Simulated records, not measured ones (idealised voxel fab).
Documented hereafter: the process module known as voxel double patterning.
It is cross-section cut that appears here, measuring 175 nm in width, its square cells being 5 nm in size.
Format of a cross-section: grid, square cells. Given as bands. Order: top down. Band: one or more rows of cells. Band entry format. Leading values: height of top, height of bottom, nm. Remainder: materials in left-to-right order, each with its width in nm. Special words: "all across" on a single material, which then fills the band edge to edge; "empty", empty space. Basically, 0 is our baseline, since under it the wafer straight out of the box is all one material. The bottom band has no lower end and keeps on going down, so it looks like "0..down". A width given as "30->40" starts at the first number in the band's top row and ends at the second number in its bottom row, shifting by an equal amount at every step from row to row. Where a step carries "nothing altered", the cross-section came out of it unchanged, cell for cell. Listed in "Enclosed internal cavities": every empty space of 8 or more cells without an open way to the top. Form: width x height at distance, the distance being from the left edge, all in nm. Heads up: the bit after the settings on a step's line is the simulator's remark on that step. "overlay nm" on a masked step: distance the mask lay right of its planned place, negative for left.

Listed below are the process steps as planned:
1: RECEIVE: material Si
2: CONFORMAL_DEP: material SiO2, thk nm 10
3: DIRECTIONAL_DEP: material W, thk nm 10
4: DIRECTIONAL_DEP: material SiCN, thk nm 5
5: DIRECTIONAL_DEP: material aC, thk nm 10
6: PATTERN: tone open, mask id FIRST, material resist, width nm 15, pitch nm 50, thk nm 25, overlay nm 0
7: DIRECTIONAL_ETCH: etch materials aC, depth nm 10
8: STRIP: etch materials resist
9: DIRECTIONAL_ETCH: etch materials SiCN, depth nm 5
10: STRIP: etch materials aC
11: PATTERN: tone open, mask id SECOND, material resist, width nm 15, pitch nm 50, thk nm 15, overlay nm 0
12: DIRECTIONAL_ETCH: etch materials SiCN, depth nm 5
13: STRIP: etch materials resist
14: DIRECTIONAL_ETCH: etch materials W, depth nm 10
15: STRIP: etch materials SiCN

The first of two wafers, run as planned:

The cross-section here shows the wafer as received, i.e. in its state after step 1:
> 0..down = Si all across
> Enclosed internal cavities: none

So this is the wafer cross-section right after step 2:
> 10..0 = SiO2 all across
> Whatever lies below 0 is exactly as it was before.

So this is the wafer cross-section right after step 3:
> 20..10 = W all across
> Whatever lies below 10 is exactly as it was before.

So this is the wafer cross-section right after step 4:
> 25..20 = SiCN all across
> Whatever lies below 20 is exactly as it was before.

So this is the wafer cross-section right after step 5:
> 35..25 = aC all across
> Whatever lies below 25 is exactly as it was before.

So this is the wafer cross-section right after step 6:
> 60..35 = resist (30)  empty (15)  resist (35)  empty (15)  resist (35)  empty (15)  resist (30)
> Whatever lies below 35 is exactly as it was before.

So this is the wafer cross-section right after step 7:
> 50..35 = resist (30)  empty (15)  resist (35)  empty (15)  resist (35)  empty (15)  resist (30)
> 35..25 = aC (30)  empty (15)  aC (35)  empty (15)  aC (35)  empty (15)  aC (30)
> Whatever lies below 25 is exactly as it was before.

So this is the wafer cross-section right after step 8:
> 35..25 = aC (30)  empty (15)  aC (35)  empty (15)  aC (35)  empty (15)  aC (30)
> Whatever lies below 25 is exactly as it was before.

So this is the wafer cross-section right after step 9:
> 35..25 = aC (30)  empty (15)  aC (35)  empty (15)  aC (35)  empty (15)  aC (30)
> 25..20 = SiCN (30)  empty (15)  SiCN (35)  empty (15)  SiCN (35)  empty (15)  SiCN (30)
> Whatever lies below 20 is exactly as it was before.

So this is the wafer cross-section right after step 10:
> 25..20 = SiCN (30)  empty (15)  SiCN (35)  empty (15)  SiCN (35)  empty (15)  SiCN (30)
> Whatever lies below 20 is exactly as it was before.

So this is the wafer cross-section right after step 11:
> 40..25 = resist (55)  empty (15)  resist (35)  empty (15)  resist (55)
> 25..20 = SiCN (30)  resist (15)  SiCN (35)  resist (15)  SiCN (35)  resist (15)  SiCN (30)
> Whatever lies below 20 is exactly as it was before.

So this is the wafer cross-section right after step 12:
> 40..25 = resist (55)  empty (15)  resist (35)  empty (15)  resist (55)
> 25..20 = SiCN (30)  resist (15)  SiCN (10)  empty (15)  SiCN (10)  resist (15)  SiCN (10)  empty (15)  SiCN (10)  resist (15)  SiCN (30)
> Whatever lies below 20 is exactly as it was before.

So this is the wafer cross-section right after step 13:
> 25..20 = SiCN (30)  empty (15)  SiCN (10)  empty (15)  SiCN (10)  empty (15)  SiCN (10)  empty (15)  SiCN (10)  empty (15)  SiCN (30)
> Whatever lies below 20 is exactly as it was before.

So this is the wafer cross-section right after step 14:
> 25..20 = SiCN (30)  empty (15)  SiCN (10)  empty (15)  SiCN (10)  empty (15)  SiCN (10)  empty (15)  SiCN (10)  empty (15)  SiCN (30)
> 20..10 = W (30)  empty (15)  W (10)  empty (15)  W (10)  empty (15)  W (10)  empty (15)  W (10)  empty (15)  W (30)
> Whatever lies below 10 is exactly as it was before.

So this is the wafer cross-section right after step 15:
> 20..10 = W (30)  empty (15)  W (10)  empty (15)  W (10)  empty (15)  W (10)  empty (15)  W (10)  empty (15)  W (30)
> Whatever lies below 10 is exactly as it was before.

The Second Wafer: Common Origin and Plan, One Mistake in Execution, Identical to the First Through Step 1:

When step 2 should have ended:
> 10..0 = W all across
> Whatever lies below 0 is exactly as it was before.

When step 3 should have ended:
> 20..10 = SiO2 all across
> Whatever lies below 10 is exactly as it was before.

When step 4 should have ended:
> 25..20 = SiCN all across
> Whatever lies below 20 is exactly as it was before.

When step 5 should have ended:
> 35..25 = aC all across
> Whatever lies below 25 is exactly as it was before.

When step 6 should have ended:
> 60..35 = resist (30)  empty (15)  resist (35)  empty (15)  resist (35)  empty (15)  resist (30)
> Whatever lies below 35 is exactly as it was before.

When step 7 should have ended:
> 50..35 = resist (30)  empty (15)  resist (35)  empty (15)  resist (35)  empty (15)  resist (30)
> 35..25 = aC (30)  empty (15)  aC (35)  empty (15)  aC (35)  empty (15)  aC (30)
> Whatever lies below 25 is exactly as it was before.

When step 8 should have ended:
> 35..25 = aC (30)  empty (15)  aC (35)  empty (15)  aC (35)  empty (15)  aC (30)
> Whatever lies below 25 is exactly as it was before.

When step 9 should have ended:
> 35..25 = aC (30)  empty (15)  aC (35)  empty (15)  aC (35)  empty (15)  aC (30)
> 25..20 = SiCN (30)  empty (15)  SiCN (35)  empty (15)  SiCN (35)  empty (15)  SiCN (30)
> Whatever lies below 20 is exactly as it was before.

When step 10 should have ended:
> 25..20 = SiCN (30)  empty (15)  SiCN (35)  empty (15)  SiCN (35)  empty (15)  SiCN (30)
> Whatever lies below 20 is exactly as it was before.

When step 11 should have ended:
> 40..25 = resist (55)  empty (15)  resist (35)  empty (15)  resist (55)
> 25..20 = SiCN (30)  resist (15)  SiCN (35)  resist (15)  SiCN (35)  resist (15)  SiCN (30)
> Whatever lies below 20 is exactly as it was before.

When step 12 should have ended:
> 40..25 = resist (55)  empty (15)  resist (35)  empty (15)  resist (55)
> 25..20 = SiCN (30)  resist (15)  SiCN (10)  empty (15)  SiCN (10)  resist (15)  SiCN (10)  empty (15)  SiCN (10)  resist (15)  SiCN (30)
> Whatever lies below 20 is exactly as it was before.

When step 13 should have ended:
> 25..20 = SiCN (30)  empty (15)  SiCN (10)  empty (15)  SiCN (10)  empty (15)  SiCN (10)  empty (15)  SiCN (10)  empty (15)  SiCN (30)
> Whatever lies below 20 is exactly as it was before.

when step 14 should have ended: nothing altered

When step 15 should have ended:
> 20..10 = SiO2 all across
> Whatever lies below 10 is exactly as it was before.
In executing the process, a mistake was made relative to the plan: the run placed steps 2 and 3 each in the position the plan gave to the other
The second wafer ends with more or fewer cells of some materials than the first, per final count: 30 more of W
